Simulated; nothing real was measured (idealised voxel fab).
process module | voxel transistor to metal
cross-section cut | 175 nm wide | cells 5 nm
A cross-section is a grid of square cells, given in bands from the top down. A band is one or more rows of cells.
Each band's line starts with the height of the band's top and of its bottom, in nm. Then come its materials from left to right, each with its width in nm. One material with "throughout" fills the band from edge to edge. "air" is empty space.
Height 0 is the level under which the wafer as received is all one material. The lowest band goes on downwards, as in "0 down".
A width such as "30 to 40" changes by the same amount from each row of cells to the next, from the band's top row to its bottom row.
"no change" after a step means that no cell of the cross-section changed.
closed voids: empty space of 8 cells or more with no open way to the top, each as width x height at its distance from the left edge, in nm
after a step's settings: what the simulator itself notes on the step
overlay nm, on a step with a mask: how far to the right of its planned place the mask lay; to the left if negative
plan
1 op RECEIVE | material Si
2 op OXIDIZE | depth nm 5
3 op CONFORMAL_DEP | material SiN | thk nm 10
4 op PATTERN | tone cover | mask id ACTIVE | material resist | width nm 105 | thk nm 20 | overlay nm 0
5 op DIRECTIONAL_ETCH | etch materials SiN | depth nm 10
6 op DIRECTIONAL_ETCH | etch materials SiO2 | depth nm 5
7 op DIRECTIONAL_ETCH | etch materials Si | depth nm 25
8 op STRIP | etch materials resist
9 op OXIDIZE | depth nm 5
10 op FILL_DEP | material SiO2 | thk nm 15
11 op CMP | height nm 10
12 op SELECTIVE_ETCH | etch materials SiO2 | depth nm 5
13 op STRIP | etch materials SiN
14 op SELECTIVE_ETCH | etch materials SiO2 | depth nm 5
15 op OXIDIZE | depth nm 5
16 op DIRECTIONAL_DEP | material polySi | thk nm 20
17 op DIRECTIONAL_DEP | material SiCN | thk nm 10
18 op MASKED_ETCH | tone cover | mask id GATE | width nm 25 | etch materials SiCN | depth nm 20 | overlay nm 0
19 op MASKED_ETCH | tone cover | mask id GATE | width nm 25 | etch materials polySi | depth nm 30 | overlay nm 0
20 op CONFORMAL_DEP | material SiO2 | thk nm 5
21 op DIRECTIONAL_ETCH | etch materials SiO2 | depth nm 5
22 op CONFORMAL_DEP | material SiN | thk nm 10
23 op DIRECTIONAL_ETCH | etch materials SiN | depth nm 10
24 op DIRECTIONAL_ETCH | etch materials SiO2 | depth nm 5
25 op DIRECTIONAL_ETCH | etch materials Si | depth nm 15
26 op EPI | material nSi | thk nm 15
27 op FILL_DEP | material SiO2 | thk nm 5
28 op CMP | height nm 15
29 op STRIP | etch materials polySi
30 op SELECTIVE_ETCH | etch materials SiO2 | depth nm 5
31 op CONFORMAL_DEP | material HfO2 | thk nm 5
32 op CONFORMAL_DEP | material TiN | thk nm 5
33 op FILL_DEP | material W | thk nm 10
34 op CMP | height nm 10
35 op DIRECTIONAL_DEP | material SiO2 | thk nm 15
36 op DIRECTIONAL_DEP | material aC | thk nm 10
37 op PATTERN | tone open | mask id CONTACT | material resist | width nm 20 | pitch nm 75 | thk nm 30 | overlay nm 0
38 op DIRECTIONAL_ETCH | etch materials aC | depth nm 10
39 op STRIP | etch materials resist
40 op DIRECTIONAL_ETCH | etch materials SiO2 | depth nm 20
41 op STRIP | etch materials aC
42 op CONFORMAL_DEP | material TiN | thk nm 5
43 op FILL_DEP | material W | thk nm 10
44 op CMP | height nm 25
45 op DIRECTIONAL_DEP | material TiN | thk nm 5
46 op DIRECTIONAL_DEP | material W | thk nm 15
47 op PATTERN | tone cover | mask id METAL_1 | material resist | width nm 20 | pitch nm 75 | thk nm 20 | overlay nm 0
48 op DIRECTIONAL_ETCH | etch materials W | depth nm 15
49 op DIRECTIONAL_ETCH | etch materials TiN | depth nm 5
50 op STRIP | etch materials resist
51 op FILL_DEP | material SiO2 | thk nm 10
52 op CMP | height nm 45
53 op CONFORMAL_DEP | material SiCN | thk nm 5
54 op DIRECTIONAL_DEP | material SiO2 | thk nm 25
55 op MASKED_ETCH | tone open | mask id METAL_2 | width nm 20 | pitch nm 75 | etch materials SiO2 | depth nm 15 | overlay nm 0
56 op MASKED_ETCH | tone open | mask id METAL_2_HOLES | width nm 15 | pitch nm 75 | etch materials SiO2 | depth nm 10 | overlay nm 0
57 op MASKED_ETCH | tone open | mask id METAL_2_HOLES | width nm 15 | pitch nm 75 | etch materials SiCN | depth nm 5 | overlay nm 0
58 op CONFORMAL_DEP | material TiN | thk nm 5
59 op FILL_DEP | material Cu | thk nm 5
60 op CMP | height nm 75
61 op CONFORMAL_DEP | material SiN | thk nm 5
as received, after step 1
  0 down: Si throughout
  closed voids: none
a wafer at the end: this start, this plan, one mistake
  80 to 75: SiN throughout
  75 to 65: SiO2 40 | TiN 5 | Cu 10 | TiN 5 | SiO2 55 | TiN 5 | Cu 10 | TiN 5 | SiO2 40
  65 to 60: SiO2 40 | TiN 5 | Cu 5 | TiN 10 | SiO2 55 | TiN 5 | Cu 5 | TiN 10 | SiO2 40
  60 to 50: SiO2 40 | TiN 5 | Cu 5 | TiN 5 | SiO2 60 | TiN 5 | Cu 5 | TiN 5 | SiO2 45
  50 to 45: SiCN 40 | TiN 15 | SiCN 60 | TiN 15 | SiCN 45
  45 to 40: SiO2 40 | TiN 20 | SiO2 55 | TiN 20 | SiO2 40
  40 to 30: W throughout
  30 to 25: TiN 45 | W 10 | TiN 65 | W 10 | TiN 45
  25 to 10: SiO2 40 | TiN 5 | W 10 | TiN 5 | SiO2 55 | TiN 5 | W 10 | TiN 5 | SiO2 40
  10 to 5: SiO2 40 | TiN 20 | SiN 10 | HfO2 5 | TiN 5 | W 15 | TiN 5 | HfO2 5 | SiN 10 | TiN 20 | SiO2 40
  5 to 0: SiO2 40 | nSi 20 | SiN 10 | HfO2 5 | TiN 5 | W 15 | TiN 5 | HfO2 5 | SiN 10 | nSi 20 | SiO2 40
  0 to -5: SiO2 35 | SiN 10 | nSi 15 | SiN 10 | HfO2 5 | TiN 25 | HfO2 5 | SiN 10 | nSi 15 | SiN 10 | SiO2 35
  -5 to -10: SiO2 45 | nSi 15 | SiO2 10 | HfO2 35 | SiO2 10 | nSi 15 | SiO2 45
  -10 to -25: SiO2 40 | Si 5 | nSi 15 | Si 55 | nSi 15 | Si 5 | SiO2 40
  -25 to -35: SiO2 40 | Si 95 | SiO2 40
  -35 down: Si throughout
  closed voids: none
what went wrong: step 44 was left out
